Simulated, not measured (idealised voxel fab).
Process module heading - voxel wiring stack
Each square cell in cross-section cut measures 5 nm, and the section as a whole is 270 nm wide.
When this document writes out a cross-section, it uses a grid of square cells and lists it as bands, beginning at the top and moving down, with a band standing for one or more rows of cells.
Top, bottom (nm), then materials left to right with widths (nm); lone material tagged "edge to edge" fills the whole band edge to edge; "blank" = empty space.
Where do heights start? At 0: under that level the wafer as delivered is made of one material only. And the lowest band has no floor; it just carries on downward, as in "0 down".
Top row gets the first number, bottom row gets the second, and each row in between changes by the same step: that is how a band width like "30->40" works.
"nothing was modified" (step): cross-section cells unchanged, all of them.
"Fully closed voids" lists enclosed empty spaces (at least 8 cells, no open path upward to the top), each as width x height at distance from the left edge, in nm.
It should be noted that, on the line of a given step, the content following the step's settings is a remark produced by the simulator itself with respect to that step.
On any step carrying a mask, the "overlay nm" setting, if present on the step's line, tells how far right of its planned place the mask lay; negative values point to the left.

# The following list gives the planned process steps
1,RECEIVE | material Si
2,CONFORMAL_DEP | material SiO2 | thk nm 10
3,DIRECTIONAL_DEP | material TiN | thk nm 5
4,DIRECTIONAL_DEP | material W | thk nm 20
5,MASKED_ETCH | tone cover | mask id METAL_1 | width nm 25 | pitch nm 55 | etch materials W | depth nm 20 | overlay nm 0
6,MASKED_ETCH | tone cover | mask id METAL_1 | width nm 25 | pitch nm 55 | etch materials TiN | depth nm 5 | overlay nm 0
7,CONFORMAL_DEP | material SiCN | thk nm 5
8,FILL_DEP | material SiO2 | thk nm 5
9,CMP | height nm 35
10,CONFORMAL_DEP | material SiCN | thk nm 5
11,DIRECTIONAL_DEP | material lowk | thk nm 15
12,DIRECTIONAL_DEP | material aC | thk nm 15
13,PATTERN | tone open | mask id PLUG_1 | material resist | width nm 15 | pitch nm 55 | thk nm 30 | overlay nm 0
14,DIRECTIONAL_ETCH | etch materials aC | depth nm 15
15,STRIP | etch materials resist
16,DIRECTIONAL_ETCH | etch materials lowk | depth nm 15
17,DIRECTIONAL_ETCH | etch materials SiCN | depth nm 5
18,STRIP | etch materials aC
19,CONFORMAL_DEP | material TiN | thk nm 5
20,FILL_DEP | material Cu | thk nm 10
21,CMP | height nm 55
22,DIRECTIONAL_DEP | material TiN | thk nm 5
23,DIRECTIONAL_DEP | material Ru | thk nm 20
24,DIRECTIONAL_DEP | material aC | thk nm 15
25,PATTERN | tone cover | mask id METAL_2 | material resist | width nm 25 | pitch nm 55 | thk nm 35 | overlay nm 0
26,DIRECTIONAL_ETCH | etch materials aC | depth nm 15
27,STRIP | etch materials resist
28,DIRECTIONAL_ETCH | etch materials Ru | depth nm 20
29,DIRECTIONAL_ETCH | etch materials TiN | depth nm 5
30,STRIP | etch materials aC
31,FILL_DEP | material SiO2 | thk nm 5
32,CMP | height nm 80
33,CONFORMAL_DEP | material SiCN | thk nm 5
34,DIRECTIONAL_DEP | material lowk | thk nm 30
35,PATTERN | tone open | mask id METAL_3 | material resist | width nm 25 | pitch nm 55 | thk nm 20 | overlay nm 0
36,DIRECTIONAL_ETCH | etch materials lowk | depth nm 15
37,STRIP | etch materials resist
38,DIRECTIONAL_DEP | material aC | thk nm 15
39,PATTERN | tone open | mask id METAL_3_HOLES | material resist | width nm 15 | thk nm 35 | overlay nm 0
40,DIRECTIONAL_ETCH | etch materials aC | depth nm 15
41,STRIP | etch materials resist
42,DIRECTIONAL_ETCH | etch materials lowk | depth nm 15
43,DIRECTIONAL_ETCH | etch materials SiCN | depth nm 5
44,STRIP | etch materials aC
45,CONFORMAL_DEP | material TiN | thk nm 5
46,FILL_DEP | material Cu | thk nm 10
47,CMP | height nm 115
48,CONFORMAL_DEP | material SiN | thk nm 5

# Wafer as received: cross-section following step 1
0 down: Si edge to edge
Fully closed voids: none

# The first of two wafers, cross-sectioned at the end of the module, with the run proceeding as planned
120 to 115: SiN edge to edge
115 to 105: lowk 95 nm, then TiN 5 nm, then Cu 15 nm, then TiN 5 nm, then lowk 30 nm, then TiN 5 nm, then Cu 15 nm, then TiN 5 nm, then lowk 95 nm
105 to 100: lowk 95 nm, then TiN 5 nm, then Cu 5 nm, then TiN 15 nm, then lowk 30 nm, then TiN 25 nm, then lowk 95 nm
100 to 85: lowk 95 nm, then TiN 5 nm, then Cu 5 nm, then TiN 5 nm, then lowk 160 nm
85 to 80: SiCN 95 nm, then TiN 15 nm, then SiCN 160 nm
80 to 60: SiO2 95 nm, then Ru 25 nm, then SiO2 30 nm, then Ru 25 nm, then SiO2 95 nm
60 to 55: SiO2 95 nm, then TiN 25 nm, then SiO2 30 nm, then TiN 25 nm, then SiO2 95 nm
55 to 40: lowk 95 nm, then TiN 5 nm, then Cu 5 nm, then TiN 5 nm, then lowk 40 nm, then TiN 5 nm, then Cu 5 nm, then TiN 5 nm, then lowk 105 nm
40 to 35: SiCN 95 nm, then TiN 15 nm, then SiCN 40 nm, then TiN 15 nm, then SiCN 105 nm
35 to 15: SiO2 90 nm, then SiCN 5 nm, then W 25 nm, then SiCN 5 nm, then SiO2 20 nm, then SiCN 5 nm, then W 25 nm, then SiCN 5 nm, then SiO2 90 nm
15 to 10: SiCN 95 nm, then TiN 25 nm, then SiCN 30 nm, then TiN 25 nm, then SiCN 95 nm
10 to 0: SiO2 edge to edge
0 down: Si edge to edge
Fully closed voids: none

# Presented here is a cross-section of the second of the two wafers as it stood at the end of the module. It was started in the same manner and assigned the same plan as the first wafer; however, one mistake was made in its execution
120 to 115: SiN edge to edge
115 to 105: lowk 95 nm, then TiN 5 nm, then Cu 15 nm, then TiN 5 nm, then lowk 30 nm, then TiN 5 nm, then Cu 15 nm, then TiN 5 nm, then lowk 95 nm
105 to 100: lowk 95 nm, then TiN 5 nm, then Cu 5 nm, then TiN 15 nm, then lowk 30 nm, then TiN 25 nm, then lowk 95 nm
100 to 85: lowk 95 nm, then TiN 5 nm, then Cu 5 nm, then TiN 5 nm, then lowk 160 nm
85 to 80: SiCN 95 nm, then TiN 15 nm, then SiCN 160 nm
80 to 60: SiO2 105 nm, then Ru 25 nm, then SiO2 30 nm, then Ru 25 nm, then SiO2 85 nm
60 to 55: SiO2 105 nm, then TiN 25 nm, then SiO2 30 nm, then TiN 25 nm, then SiO2 85 nm
55 to 40: lowk 95 nm, then TiN 5 nm, then Cu 5 nm, then TiN 5 nm, then lowk 40 nm, then TiN 5 nm, then Cu 5 nm, then TiN 5 nm, then lowk 105 nm
40 to 35: SiCN 95 nm, then TiN 15 nm, then SiCN 40 nm, then TiN 15 nm, then SiCN 105 nm
35 to 15: SiO2 90 nm, then SiCN 5 nm, then W 25 nm, then SiCN 5 nm, then SiO2 20 nm, then SiCN 5 nm, then W 25 nm, then SiCN 5 nm, then SiO2 90 nm
15 to 10: SiCN 95 nm, then TiN 25 nm, then SiCN 30 nm, then TiN 25 nm, then SiCN 95 nm
10 to 0: SiO2 edge to edge
0 down: Si edge to edge
Fully closed voids: none
The plan and the run diverged here: the process deviated at step 25: the operation and settings actually run there were PATTERN | tone cover | mask id METAL_2 | material resist | width nm 25 | pitch nm 55 | thk nm 35 | overlay nm 10
Tallied in cells, the final second wafer holds each material in the same quantity as the first, although not at the same places.
